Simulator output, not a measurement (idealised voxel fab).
process module | voxel self aligned vias
cross-section cut | 285 nm wide | cells 5 nm
A cross-section is a grid of square cells, given in bands from the top down. A band is one or more rows of cells.
Each band's line starts with the height of the band's top and of its bottom, in nm. Then come its materials from left to right, each with its width in nm. One material with "throughout" fills the band from edge to edge. "air" is empty space.
Height 0 is the level under which the wafer as received is all one material. The lowest band goes on downwards, as in "0 down".
A width such as "30 to 40" changes by the same amount from each row of cells to the next, from the band's top row to its bottom row.
"no change" after a step means that no cell of the cross-section changed.
closed voids: empty space of 8 cells or more with no open way to the top, each as width x height at its distance from the left edge, in nm
after a step's settings: what the simulator itself notes on the step
overlay nm, on a step with a mask: how far to the right of its planned place the mask lay; to the left if negative
plan
1 op RECEIVE | material Si
2 op CONFORMAL_DEP | material SiO2 | thk nm 10
3 op CONFORMAL_DEP | material SiCN | thk nm 5
4 op DIRECTIONAL_DEP | material lowk | thk nm 25
5 op MASKED_ETCH | tone open | mask id LINES | width nm 20 | pitch nm 45 | etch materials lowk | depth nm 25 | overlay nm 0
6 op CONFORMAL_DEP | material TiN | thk nm 5
7 op FILL_DEP | material W | thk nm 10
8 op CMP | height nm 40
9 op SELECTIVE_ETCH | etch materials W Ru TiN | depth nm 5
10 op FILL_DEP | material SiN | thk nm 5
11 op CMP | height nm 40
12 op DIRECTIONAL_DEP | material lowk | thk nm 20
13 op DIRECTIONAL_DEP | material aC | thk nm 10
14 op PATTERN | tone open | mask id VIAS | material resist | width nm 30 | pitch nm 90 | thk nm 30 | overlay nm 0
15 op DIRECTIONAL_ETCH | etch materials aC | depth nm 10
16 op STRIP | etch materials resist
17 op DIRECTIONAL_ETCH | etch materials lowk | depth nm 20
18 op DIRECTIONAL_ETCH | etch materials SiN | depth nm 5
19 op STRIP | etch materials aC
20 op CONFORMAL_DEP | material TiN | thk nm 5
21 op FILL_DEP | material Ru | thk nm 5
22 op CMP | height nm 60
23 op CONFORMAL_DEP | material SiCN | thk nm 5
first wafer, as planned
as received, after step 1
  0 down: Si throughout
  closed voids: none
after step 2
  10 to 0: SiO2 throughout
  below 0: unchanged
after step 3
  15 to 10: SiCN throughout
  below 10: unchanged
after step 4
  40 to 15: lowk throughout
  below 15: unchanged
after step 5
  40 to 15: lowk 85 | air 20 | lowk 25 | air 20 | lowk 25 | air 20 | lowk 90
  below 15: unchanged
after step 6
  45 to 40: TiN 90 | air 10 | TiN 35 | air 10 | TiN 35 | air 10 | TiN 95
  40 to 20: lowk 85 | TiN 5 | air 10 | TiN 5 | lowk 25 | TiN 5 | air 10 | TiN 5 | lowk 25 | TiN 5 | air 10 | TiN 5 | lowk 90
  20 to 15: lowk 85 | TiN 20 | lowk 25 | TiN 20 | lowk 25 | TiN 20 | lowk 90
  below 15: unchanged
after step 7
  55 to 45: W throughout
  45 to 40: TiN 90 | W 10 | TiN 35 | W 10 | TiN 35 | W 10 | TiN 95
  40 to 20: lowk 85 | TiN 5 | W 10 | TiN 5 | lowk 25 | TiN 5 | W 10 | TiN 5 | lowk 25 | TiN 5 | W 10 | TiN 5 | lowk 90
  below 20: unchanged
after step 8
  40 to 20: lowk 85 | TiN 5 | W 10 | TiN 5 | lowk 25 | TiN 5 | W 10 | TiN 5 | lowk 25 | TiN 5 | W 10 | TiN 5 | lowk 90
  below 20: unchanged
after step 9
  40 to 35: lowk 85 | air 20 | lowk 25 | air 20 | lowk 25 | air 20 | lowk 90
  below 35: unchanged
after step 10
  45 to 40: SiN throughout
  40 to 35: lowk 85 | SiN 20 | lowk 25 | SiN 20 | lowk 25 | SiN 20 | lowk 90
  below 35: unchanged
after step 11
  40 to 35: lowk 85 | SiN 20 | lowk 25 | SiN 20 | lowk 25 | SiN 20 | lowk 90
  below 35: unchanged
after step 12
  60 to 40: lowk throughout
  below 40: unchanged
after step 13
  70 to 60: aC throughout
  below 60: unchanged
after step 14
  100 to 70: resist 80 | air 30 | resist 60 | air 30 | resist 85
  below 70: unchanged
after step 15
  90 to 70: resist 80 | air 30 | resist 60 | air 30 | resist 85
  70 to 60: aC 80 | air 30 | aC 60 | air 30 | aC 85
  below 60: unchanged
after step 16
  70 to 60: aC 80 | air 30 | aC 60 | air 30 | aC 85
  below 60: unchanged
after step 17
  70 to 60: aC 80 | air 30 | aC 60 | air 30 | aC 85
  60 to 40: lowk 80 | air 30 | lowk 60 | air 30 | lowk 85
  below 40: unchanged
after step 18
  70 to 60: aC 80 | air 30 | aC 60 | air 30 | aC 85
  60 to 40: lowk 80 | air 30 | lowk 60 | air 30 | lowk 85
  40 to 35: lowk 85 | air 20 | lowk 25 | SiN 20 | lowk 25 | air 20 | lowk 90
  below 35: unchanged
after step 19
  60 to 40: lowk 80 | air 30 | lowk 60 | air 30 | lowk 85
  below 40: unchanged
after step 20
  65 to 60: TiN 85 | air 20 | TiN 70 | air 20 | TiN 90
  60 to 45: lowk 80 | TiN 5 | air 20 | TiN 5 | lowk 60 | TiN 5 | air 20 | TiN 5 | lowk 85
  45 to 40: lowk 80 | TiN 10 | air 10 | TiN 10 | lowk 60 | TiN 10 | air 10 | TiN 10 | lowk 85
  40 to 35: lowk 85 | TiN 20 | lowk 25 | SiN 20 | lowk 25 | TiN 20 | lowk 90
  below 35: unchanged
after step 21
  70 to 65: Ru throughout
  65 to 60: TiN 85 | Ru 20 | TiN 70 | Ru 20 | TiN 90
  60 to 45: lowk 80 | TiN 5 | Ru 20 | TiN 5 | lowk 60 | TiN 5 | Ru 20 | TiN 5 | lowk 85
  45 to 40: lowk 80 | TiN 10 | Ru 10 | TiN 10 | lowk 60 | TiN 10 | Ru 10 | TiN 10 | lowk 85
  below 40: unchanged
after step 22
  60 to 45: lowk 80 | TiN 5 | Ru 20 | TiN 5 | lowk 60 | TiN 5 | Ru 20 | TiN 5 | lowk 85
  below 45: unchanged
after step 23
  65 to 60: SiCN throughout
  below 60: unchanged
second wafer: like start, like plan, one mistake. Through step 16 it matches the first wafer
when step 17 should have ended
  70 to 60: aC 80 | air 30 | aC 60 | air 30 | aC 85
  60 to 40: lowk 80 | air 30 | lowk 60 | air 30 | lowk 85
  40 to 35: lowk 80 | air 5 | SiN 20 | air 5 | lowk 20 | SiN 20 | lowk 20 | air 5 | SiN 20 | air 5 | lowk 85
  35 to 20: lowk 80 | air 5 | TiN 5 | W 10 | TiN 5 | air 5 | lowk 20 | TiN 5 | W 10 | TiN 5 | lowk 20 | air 5 | TiN 5 | W 10 | TiN 5 | air 5 | lowk 85
  below 20: unchanged
when step 18 should have ended
  70 to 60: aC 80 | air 30 | aC 60 | air 30 | aC 85
  60 to 40: lowk 80 | air 30 | lowk 60 | air 30 | lowk 85
  40 to 35: lowk 80 | air 30 | lowk 20 | SiN 20 | lowk 20 | air 30 | lowk 85
  below 35: unchanged
when step 19 should have ended
  60 to 40: lowk 80 | air 30 | lowk 60 | air 30 | lowk 85
  below 40: unchanged
when step 20 should have ended
  65 to 60: TiN 85 | air 20 | TiN 70 | air 20 | TiN 90
  60 to 40: lowk 80 | TiN 5 | air 20 | TiN 5 | lowk 60 | TiN 5 | air 20 | TiN 5 | lowk 85
  40 to 35: lowk 80 | TiN 30 | lowk 20 | SiN 20 | lowk 20 | TiN 30 | lowk 85
  35 to 20: lowk 80 | TiN 10 | W 10 | TiN 10 | lowk 20 | TiN 5 | W 10 | TiN 5 | lowk 20 | TiN 10 | W 10 | TiN 10 | lowk 85
  below 20: unchanged
when step 21 should have ended
  70 to 65: Ru throughout
  65 to 60: TiN 85 | Ru 20 | TiN 70 | Ru 20 | TiN 90
  60 to 40: lowk 80 | TiN 5 | Ru 20 | TiN 5 | lowk 60 | TiN 5 | Ru 20 | TiN 5 | lowk 85
  below 40: unchanged
when step 22 should have ended
  60 to 40: lowk 80 | TiN 5 | Ru 20 | TiN 5 | lowk 60 | TiN 5 | Ru 20 | TiN 5 | lowk 85
  below 40: unchanged
when step 23 should have ended
  65 to 60: SiCN throughout
  below 60: unchanged
what went wrong: step 17 was run twice
at the end the second wafer has, in cells: 4 more of Ru | 12 more of TiN | 16 fewer of lowk
